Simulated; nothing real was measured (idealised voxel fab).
process module | voxel self aligned vias
cross-section cut | 290 nm wide | cells 5 nm
A cross-section is a grid of square cells, given in bands from the top down. A band is one or more rows of cells.
Each band's line starts with the height of the band's top and of its bottom, in nm. Then come its materials from left to right, each with its width in nm. One material with "throughout" fills the band from edge to edge. "air" is empty space.
Height 0 is the level under which the wafer as received is all one material. The lowest band goes on downwards, as in "0 down".
A width such as "30 to 40" changes by the same amount from each row of cells to the next, from the band's top row to its bottom row.
"no change" after a step means that no cell of the cross-section changed.
closed voids: empty space of 8 cells or more with no open way to the top, each as width x height at its distance from the left edge, in nm
after a step's settings: what the simulator itself notes on the step
overlay nm, on a step with a mask: how far to the right of its planned place the mask lay; to the left if negative
plan
1 op RECEIVE | material Si
2 op CONFORMAL_DEP | material SiO2 | thk nm 15
3 op CONFORMAL_DEP | material SiCN | thk nm 5
4 op DIRECTIONAL_DEP | material SiO2 | thk nm 30
5 op PATTERN | tone open | mask id LINES | material resist | width nm 30 | pitch nm 60 | thk nm 20 | overlay nm 0
6 op DIRECTIONAL_ETCH | etch materials SiO2 | depth nm 30
7 op STRIP | etch materials resist
8 op CONFORMAL_DEP | material TiN | thk nm 5
9 op FILL_DEP | material Ru | thk nm 5
10 op CMP | height nm 50
11 op SELECTIVE_ETCH | etch materials W Ru TiN | depth nm 10
12 op FILL_DEP | material SiN | thk nm 10
13 op CMP | height nm 50
14 op DIRECTIONAL_DEP | material SiO2 | thk nm 20
15 op PATTERN | tone open | mask id VIAS | material resist | width nm 40 | pitch nm 60 | thk nm 20 | overlay nm 0
16 op DIRECTIONAL_ETCH | etch materials SiO2 | depth nm 20
17 op DIRECTIONAL_ETCH | etch materials SiN | depth nm 10
18 op STRIP | etch materials resist
19 op CONFORMAL_DEP | material TiN | thk nm 5
20 op FILL_DEP | material Ru | thk nm 5
21 op CMP | height nm 70
22 op CONFORMAL_DEP | material SiN | thk nm 5
as received, after step 1
  0 down: Si throughout
  closed voids: none
first wafer at the end, as planned
  75 to 70: SiN throughout
  70 to 55: SiO2 95 | TiN 5 | Ru 30 | TiN 5 | SiO2 20 | TiN 5 | Ru 30 | TiN 5 | SiO2 95
  55 to 45: SiO2 95 to 100 | TiN 10 to 5 | Ru 20 | TiN 10 to 5 | SiO2 20 to 30 | TiN 10 to 5 | Ru 20 | TiN 10 to 5 | SiO2 95 to 100
  45 to 40: SiO2 100 | TiN 30 | SiO2 30 | TiN 30 | SiO2 100
  40 to 25: SiO2 100 | TiN 5 | Ru 20 | TiN 5 | SiO2 30 | TiN 5 | Ru 20 | TiN 5 | SiO2 100
  25 to 20: SiO2 100 | TiN 30 | SiO2 30 | TiN 30 | SiO2 100
  20 to 15: SiCN throughout
  15 to 0: SiO2 throughout
  0 down: Si throughout
  closed voids: none
second wafer at the end: like start, like plan, one mistake
  75 to 70: SiN throughout
  70 to 55: SiO2 105 | TiN 5 | Ru 30 | TiN 5 | SiO2 20 | TiN 5 | Ru 30 | TiN 5 | SiO2 85
  55 to 50: SiO2 105 | TiN 5 | Ru 15 | TiN 20 | SiO2 20 | TiN 5 | Ru 15 | TiN 20 | SiO2 85
  50 to 45: SiO2 100 | SiN 5 | TiN 5 | Ru 15 | TiN 5 | SiO2 30 | SiN 5 | TiN 5 | Ru 15 | TiN 5 | SiO2 100
  45 to 40: SiO2 100 | SiN 5 | TiN 25 | SiO2 30 | SiN 5 | TiN 25 | SiO2 100
  40 to 25: SiO2 100 | TiN 5 | Ru 20 | TiN 5 | SiO2 30 | TiN 5 | Ru 20 | TiN 5 | SiO2 100
  25 to 20: SiO2 100 | TiN 30 | SiO2 30 | TiN 30 | SiO2 100
  20 to 15: SiCN throughout
  15 to 0: SiO2 throughout
  0 down: Si throughout
  closed voids: none
what went wrong: step 15 ran as: op PATTERN | tone open | mask id VIAS | material resist | width nm 40 | pitch nm 60 | thk nm 20 | overlay nm 10
at the end the second wafer has, in cells: 4 fewer of Ru | 4 more of SiN
